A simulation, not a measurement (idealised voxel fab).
A process module follows: voxel lift off.
Section shown: cut. Width: 280 nm. Cell size: 5 nm, square.
In this document a cross-section is written as a grid of square cells. It is given as a series of bands, listed from the top down, and a band is one or more rows of cells. Look at the band entry: it leads with the top's height and the bottom's height in nm. Then it lists the materials left to right, with a width in nm for each. The word "everywhere" on a single material says that material fills the band edge to edge. The word "empty" is empty space. For the purposes of this specification, 0 denotes the height below which the wafer in its as-received condition is composed wholly of one material, and the lowermost band, lacking a lower limit, extends downward without end, as expressed in "top 0, no bottom". Width: "30 to 40" (first number = top row, second number = bottom row, same change from row to row of cells). Step marked "stayed the same"? Then no cell in the cross-section changed in it. Enclosed voids (no open way to top), threshold 8 cells or more, entry "Enclosed internal voids", notation width x height at distance, distance from left edge, nm. Anything after a step's settings on that line? It's the simulator's own note about the step. A step's line can hold "overlay nm"; with a mask on that step, the setting says how far right of the planned place the mask lay, while a negative setting says it lay to the left.
**Steps in the process plan**
1,op RECEIVE | material Si
2,op CONFORMAL_DEP | material SiN | thk nm 10
3,op PATTERN | tone open | mask id LINES | material resist | width nm 30 | pitch nm 45 | thk nm 20 | overlay nm -15
4,op DIRECTIONAL_DEP | material Ru | thk nm 10
5,op STRIP | etch materials resist
6,op CONFORMAL_DEP | material SiO2 | thk nm 10
Quick note for whoever runs this: the wafers start identical, but the overlay nm at step 3 isn't the same across them. The plan just shows what the first wafer had.
**Received condition of the first of several wafers, sectioned: post-step 1**
* top 0, no bottom | Si everywhere
* Enclosed internal voids: none
**Each row below is a wafer at the end of the module, listing for every material the number of cells it has gained (+) or lost (-) since it was received, followed by its closed voids**
overlay nm -15, +48 Ru, +112 SiN, +138 SiO2, Enclosed internal voids: none
overlay nm -10, +48 Ru, +112 SiN, +138 SiO2, Enclosed internal voids: none
overlay nm -5, +48 Ru, +112 SiN, +138 SiO2, Enclosed internal voids: none
overlay nm 0, +48 Ru, +112 SiN, +138 SiO2, Enclosed internal voids: none
overlay nm 5, +48 Ru, +112 SiN, +138 SiO2, Enclosed internal voids: none
overlay nm 10, +48 Ru, +112 SiN, +138 SiO2, Enclosed internal voids: none
overlay nm 15, +48 Ru, +112 SiN, +138 SiO2, Enclosed internal voids: none
